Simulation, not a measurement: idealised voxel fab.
The following process module bears the name voxel tone inversion.
cross-section cut | 175 nm wide | cells 5 nm
We lay out every cross-section as a grid of square cells and spell it out in bands from the top down, where one band means one or more rows of cells.
Heights first: top, then bottom, in nm. Then materials, left to right, each with a width in nm. "full width" on a single material: fills the band edge to edge. "air": empty space.
For the purposes of this specification, 0 denotes the height below which the wafer in its as-received condition is composed wholly of one material, and the lowermost band, lacking a lower limit, extends downward without end, as expressed in "0 nm and below".
It should be noted that a width expressed as "30 to 40" varies in equal increments from row to row of cells within the band, taking the value of the first number at the top row and that of the second number at the bottom row.
The cross-section has no changed cell in any step marked "no alterations made".
"Closed cavity list": sealed empty spaces, 8 cells or more, no open way to top, listed width x height at distance, with distance from the left edge and width, height and distance in nm.
On a step's line, text after the settings is the simulator commenting on that step.
When a step includes a mask, the "overlay nm" setting on its line states how far to the right of its planned place that mask lay, and negative values state how far to the left.
-- Here's what the planned process steps look like
1. op RECEIVE | material Si
2. op CONFORMAL_DEP | material SiN | thk nm 5
3. op DIRECTIONAL_DEP | material aC | thk nm 20
4. op PATTERN | tone cover | mask id POSTS | material resist | width nm 25 | pitch nm 40 | thk nm 25 | overlay nm 0
5. op DIRECTIONAL_ETCH | etch materials aC | depth nm 20
6. op STRIP | etch materials resist
7. op FILL_DEP | material SiO2 | thk nm 10
8. op CMP | height nm 25
9. op STRIP | etch materials aC
10. op CONFORMAL_DEP | material TiN | thk nm 5
11. op FILL_DEP | material Cu | thk nm 5
12. op CMP | height nm 25
13. op CONFORMAL_DEP | material SiN | thk nm 5
-- Wafer as received: cross-section following step 1
  0 nm and below: Si full width
  Closed cavity list: none
-- Final wafer profile in cross-section after the module, from the same start and plan as above, with one mistake made during processing
  30 nm to 25 nm: SiN full width
  25 nm to 10 nm: 10 nm Cu, then 5 nm TiN, then 25 nm SiO2, then 5 nm TiN, then 5 nm Cu, then 5 nm TiN, then 25 nm SiO2, then 5 nm TiN, then 5 nm Cu, then 5 nm TiN, then 25 nm SiO2, then 5 nm TiN, then 5 nm Cu, then 5 nm TiN, then 25 nm SiO2, then 5 nm TiN, then 10 nm Cu
  10 nm to 5 nm: 15 nm TiN, then 25 nm SiO2, then 15 nm TiN, then 25 nm SiO2, then 15 nm TiN, then 25 nm SiO2, then 15 nm TiN, then 25 nm SiO2, then 15 nm TiN
  5 nm to 0 nm: SiN full width
  0 nm and below: Si full width
  Closed cavity list: none
Short version of what went wrong: step 4 did not use the planned setting and instead ran as op PATTERN | tone open | mask id POSTS | material resist | width nm 25 | pitch nm 40 | thk nm 25 | overlay nm 0
